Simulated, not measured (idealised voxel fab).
voxel released beams: a process module
Square cell edge 5 nm, section width 140 nm, ID cut.
When this document writes out a cross-section, it uses a grid of square cells and lists it as bands, beginning at the top and moving down, with a band standing for one or more rows of cells. Per band: top height and bottom height in nm, followed by the left-to-right materials and their widths in nm; "edge to edge" marks a single material spanning edge to edge, "empty" marks empty space. Heads up on the height convention: 0 is the point under which the incoming wafer is all one material, and the lowest band has no bottom, it just keeps going down, like "0 nm and below". So if you see something like "30..40" for the width, read it as the top row of the band sitting at the first number and the bottom row at the second, with every row in between moving by the same amount as the last. "nothing different" means the step left every cell of the cross-section as it was. Each empty space that has no open way to the top and spans at least 8 cells appears under "Sealed void listing" as width x height at distance, the distance counted from the left edge, all in nm. If you see something after the settings on a step's line, that's the simulator's own remark about that step. overlay nm: how far to the right of its planned place the mask lay on this masked step (negative: to the left).
**plan**
1: RECEIVE (material Si)
2: CONFORMAL_DEP (material Al2O3; thk nm 10)
3: DIRECTIONAL_DEP (material SiO2; thk nm 15)
4: MASKED_ETCH (tone open; mask id ANCHOR; width nm 25; etch materials SiO2; depth nm 15; overlay nm 0)
5: CONFORMAL_DEP (material W; thk nm 10)
6: MASKED_ETCH (tone cover; mask id BEAM; width nm 70; etch materials W; depth nm 10; overlay nm 0)
7: STRIP (etch materials SiO2)
**Here's what the wafer looked like in cross-section when it arrived - that's after step 1**
  0 nm and below | Si edge to edge
  Sealed void listing: none
**First of two wafers at the end of the module, shown in cross-section; run carried out as planned**
  35 nm to 25 nm | 30 empty | 15 W | 5 empty | 50 W | 40 empty
  25 nm to 20 nm | 35 empty | 10 W | 5 empty | 10 W | 80 empty
  20 nm to 10 nm | 35 empty | 25 W | 80 empty
  10 nm to 0 nm | Al2O3 edge to edge
  0 nm and below | Si edge to edge
  Sealed void listing: none
**Cross-section of the latter of the two wafers at module completion. It had an identical start and an identical plan to the former; in running it, one mistake was made**
  20 nm to 10 nm | 30 empty | 70 W | 40 empty
  10 nm to 0 nm | Al2O3 edge to edge
  0 nm and below | Si edge to edge
  Sealed void listing: none
Error vs. plan: step 3 of the plan was bypassed and not carried out
Looking at both finished wafers in cells, the second ends up ahead of or behind the first on some materials: 12 fewer of W
